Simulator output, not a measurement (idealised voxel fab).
process module | voxel air gaps
cross-section cut | 275 nm wide | cells 5 nm
A cross-section is a grid of square cells, given in bands from the top down. A band is one or more rows of cells.
Each band's line starts with the height of the band's top and of its bottom, in nm. Then come its materials from left to right, each with its width in nm. One material with "throughout" fills the band from edge to edge. "air" is empty space.
Height 0 is the level under which the wafer as received is all one material. The lowest band goes on downwards, as in "0 down".
A width such as "30 to 40" changes by the same amount from each row of cells to the next, from the band's top row to its bottom row.
"no change" after a step means that no cell of the cross-section changed.
closed voids: empty space of 8 cells or more with no open way to the top, each as width x height at its distance from the left edge, in nm
after a step's settings: what the simulator itself notes on the step
overlay nm, on a step with a mask: how far to the right of its planned place the mask lay; to the left if negative
plan
1 op RECEIVE | material Si
2 op CONFORMAL_DEP | material SiO2 | thk nm 10
3 op CONFORMAL_DEP | material SiCN | thk nm 5
4 op DIRECTIONAL_DEP | material SiO2 | thk nm 40
5 op DIRECTIONAL_DEP | material aC | thk nm 10
6 op PATTERN | tone open | mask id LINES | material resist | width nm 25 | pitch nm 55 | thk nm 30 | overlay nm 0
7 op DIRECTIONAL_ETCH | etch materials aC | depth nm 10
8 op STRIP | etch materials resist
9 op DIRECTIONAL_ETCH | etch materials SiO2 | depth nm 40
10 op STRIP | etch materials aC
11 op CONFORMAL_DEP | material TiN | thk nm 5
12 op FILL_DEP | material Ru | thk nm 10
13 op CMP | height nm 55
14 op EPI | material Ru | thk nm 10
15 op SELECTIVE_ETCH | etch materials SiO2 | depth nm 50
16 op CONFORMAL_DEP | material SiCN | thk nm 5
as received, after step 1
  0 down: Si throughout
  closed voids: none
first wafer at the end, as planned
  70 to 65: air 55 | SiCN 165 | air 55
  65 to 55: air 55 | SiCN 5 | Ru 45 | SiCN 10 | Ru 45 | SiCN 10 | Ru 45 | SiCN 5 | air 55
  55 to 50: air 55 | SiCN 15 | TiN 5 | Ru 15 | TiN 5 | SiCN 30 | TiN 5 | Ru 15 | TiN 5 | SiCN 30 | TiN 5 | Ru 15 | TiN 5 | SiCN 15 | air 55
  50 to 20: air 65 | SiCN 5 | TiN 5 | Ru 15 | TiN 5 | SiCN 5 | air 20 | SiCN 5 | TiN 5 | Ru 15 | TiN 5 | SiCN 5 | air 20 | SiCN 5 | TiN 5 | Ru 15 | TiN 5 | SiCN 5 | air 65
  20 to 15: SiCN 70 | TiN 25 | SiCN 30 | TiN 25 | SiCN 30 | TiN 25 | SiCN 70
  15 to 10: SiCN throughout
  10 to 0: SiO2 throughout
  0 down: Si throughout
  closed voids: 20 x 30 at 100; 20 x 30 at 155
second wafer at the end: like start, like plan, one mistake
  60 to 50: SiCN throughout
  50 to 0: SiO2 throughout
  0 down: Si throughout
  closed voids: none
what went wrong: steps 3 and 4 were swapped
at the end the second wafer has, in cells: 117 fewer of Ru | 84 fewer of SiCN | 440 more of SiO2 | 57 fewer of TiN
closed voids at the end (first wafer, second wafer): 2, 0
